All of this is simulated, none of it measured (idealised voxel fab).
Name of the process module below: voxel transistor to metal
Section shown: cut. Width: 150 nm. Cell size: 5 nm, square.
A cross-section is written here as square cells arranged in a grid, and it is given in bands from the top down, each band taking up one or more rows of cells. Look at the band entry: it leads with the top's height and the bottom's height in nm. Then it lists the materials left to right, with a width in nm for each. The word "full width" on a single material says that material fills the band edge to edge. The word "air" is empty space. Below 0: as-received wafer, all one material; heights counted from there. Lowest band: no bottom, goes on down, written "from 0 down". The two numbers in a width such as "30 to 40" mark its ends across the band: the first belongs to the top row of cells, the second to the bottom row, and from each row to the next the width moves by the same amount. Where a step carries "left unchanged", the cross-section came out of it unchanged, cell for cell. What "Enclosed voids" gives you is every empty space of 8 cells or more that is cut off from the top. Each appears as width x height at distance, with the distance taken from the left edge and width, height and distance all in nm. If you see something after the settings on a step's line, that's the simulator's own remark about that step. What "overlay nm" on a step's line means: if the step has a mask, that mask lay this far to the right of its planned place, or, when the value is negative, to the left.
**List of planned process steps**
| 1 | RECEIVE [material Si] |
| 2 | OXIDIZE [depth nm 5] |
| 3 | CONFORMAL_DEP [material SiN] [thk nm 10] |
| 4 | MASKED_ETCH [tone cover] [mask id ACTIVE] [width nm 115] [etch materials SiN] [depth nm 10] [overlay nm 0] |
| 5 | MASKED_ETCH [tone cover] [mask id ACTIVE] [width nm 115] [etch materials SiO2] [depth nm 5] [overlay nm 0] |
| 6 | MASKED_ETCH [tone cover] [mask id ACTIVE] [width nm 115] [etch materials Si] [depth nm 25] [overlay nm 0] |
| 7 | OXIDIZE [depth nm 5] |
| 8 | FILL_DEP [material SiO2] [thk nm 10] |
| 9 | CMP [height nm 10] |
| 10 | SELECTIVE_ETCH [etch materials SiO2] [depth nm 5] |
| 11 | STRIP [etch materials SiN] |
| 12 | SELECTIVE_ETCH [etch materials SiO2] [depth nm 5] |
| 13 | OXIDIZE [depth nm 5] |
| 14 | DIRECTIONAL_DEP [material polySi] [thk nm 30] |
| 15 | DIRECTIONAL_DEP [material SiCN] [thk nm 15] |
| 16 | DIRECTIONAL_DEP [material aC] [thk nm 15] |
| 17 | PATTERN [tone cover] [mask id GATE] [material resist] [width nm 25] [thk nm 35] [overlay nm 0] |
| 18 | DIRECTIONAL_ETCH [etch materials aC] [depth nm 15] |
| 19 | STRIP [etch materials resist] |
| 20 | DIRECTIONAL_ETCH [etch materials SiCN] [depth nm 25] |
| 21 | DIRECTIONAL_ETCH [etch materials polySi] [depth nm 40] |
| 22 | STRIP [etch materials aC] |
| 23 | CONFORMAL_DEP [material SiN] [thk nm 5] |
| 24 | DIRECTIONAL_ETCH [etch materials SiN] [depth nm 5] |
| 25 | DIRECTIONAL_ETCH [etch materials SiO2] [depth nm 5] |
| 26 | EPI [material nSi] [thk nm 5] |
| 27 | FILL_DEP [material SiO2] [thk nm 10] |
| 28 | CMP [height nm 25] |
| 29 | STRIP [etch materials polySi] |
| 30 | SELECTIVE_ETCH [etch materials SiO2] [depth nm 5] |
| 31 | CONFORMAL_DEP [material HfO2] [thk nm 5] |
| 32 | CONFORMAL_DEP [material TiN] [thk nm 5] |
| 33 | FILL_DEP [material W] [thk nm 5] |
| 34 | CMP [height nm 20] |
| 35 | DIRECTIONAL_DEP [material SiO2] [thk nm 10] |
| 36 | DIRECTIONAL_DEP [material aC] [thk nm 10] |
| 37 | PATTERN [tone open] [mask id CONTACT] [material resist] [width nm 20] [pitch nm 85] [thk nm 25] [overlay nm 0] |
| 38 | DIRECTIONAL_ETCH [etch materials aC] [depth nm 10] |
| 39 | STRIP [etch materials resist] |
| 40 | DIRECTIONAL_ETCH [etch materials SiO2] [depth nm 35] |
| 41 | STRIP [etch materials aC] |
| 42 | CONFORMAL_DEP [material TiN] [thk nm 5] |
| 43 | FILL_DEP [material W] [thk nm 10] |
| 44 | CMP [height nm 30] |
| 45 | DIRECTIONAL_DEP [material TiN] [thk nm 5] |
| 46 | DIRECTIONAL_DEP [material W] [thk nm 15] |
| 47 | DIRECTIONAL_DEP [material aC] [thk nm 15] |
| 48 | PATTERN [tone cover] [mask id METAL_1] [material resist] [width nm 20] [pitch nm 85] [thk nm 30] [overlay nm 0] |
| 49 | DIRECTIONAL_ETCH [etch materials aC] [depth nm 15] |
| 50 | STRIP [etch materials resist] |
| 51 | DIRECTIONAL_ETCH [etch materials W] [depth nm 15] |
| 52 | DIRECTIONAL_ETCH [etch materials TiN] [depth nm 5] |
| 53 | STRIP [etch materials aC] |
| 54 | CONFORMAL_DEP [material SiCN] [thk nm 5] |
| 55 | FILL_DEP [material lowk] [thk nm 10] |
| 56 | CMP [height nm 50] |
| 57 | CONFORMAL_DEP [material SiCN] [thk nm 5] |
| 58 | DIRECTIONAL_DEP [material lowk] [thk nm 35] |
| 59 | PATTERN [tone open] [mask id METAL_2] [material resist] [width nm 20] [pitch nm 85] [thk nm 20] [overlay nm 0] |
| 60 | DIRECTIONAL_ETCH [etch materials lowk] [depth nm 10] |
| 61 | STRIP [etch materials resist] |
| 62 | DIRECTIONAL_DEP [material aC] [thk nm 15] |
| 63 | PATTERN [tone open] [mask id METAL_2_HOLES] [material resist] [width nm 15] [pitch nm 85] [thk nm 35] [overlay nm 0] |
| 64 | DIRECTIONAL_ETCH [etch materials aC] [depth nm 15] |
| 65 | STRIP [etch materials resist] |
| 66 | DIRECTIONAL_ETCH [etch materials lowk] [depth nm 15] |
| 67 | DIRECTIONAL_ETCH [etch materials SiCN] [depth nm 5] |
| 68 | STRIP [etch materials aC] |
| 69 | CONFORMAL_DEP [material TiN] [thk nm 5] |
| 70 | FILL_DEP [material Cu] [thk nm 10] |
| 71 | CMP [height nm 90] |
| 72 | CONFORMAL_DEP [material SiCN] [thk nm 5] |
What sets these wafers apart? The depth nm at step 60. They all start alike, and the plan carries the first wafer's value.
**Step 1 complete: as-received cross-section of the first of several wafers**
	from 0 down | Si full width
	Enclosed voids: none
**Row per wafer, end-of-module: cell gain (+)/loss (-) by material since the wafer came in, then closed voids**
depth nm 10; +10 Cu; +17 HfO2; -105 Si; +94 SiCN; +12 SiN; +169 SiO2; +75 TiN; +52 W; +230 lowk; +16 nSi; Enclosed voids: none
depth nm 15; +14 Cu; +17 HfO2; -105 Si; +94 SiCN; +12 SiN; +169 SiO2; +79 TiN; +52 W; +222 lowk; +16 nSi; Enclosed voids: none
depth nm 20; +20 Cu; +17 HfO2; -105 Si; +88 SiCN; +12 SiN; +169 SiO2; +87 TiN; +52 W; +214 lowk; +16 nSi; Enclosed voids: none
depth nm 25; +22 Cu; +17 HfO2; -105 Si; +88 SiCN; +12 SiN; +169 SiO2; +87 TiN; +52 W; +212 lowk; +16 nSi; Enclosed voids: none
depth nm 30; +24 Cu; +17 HfO2; -105 Si; +88 SiCN; +12 SiN; +169 SiO2; +87 TiN; +52 W; +210 lowk; +16 nSi; Enclosed voids: none
depth nm 35; +26 Cu; +17 HfO2; -105 Si; +88 SiCN; +12 SiN; +169 SiO2; +87 TiN; +52 W; +208 lowk; +16 nSi; Enclosed voids: none
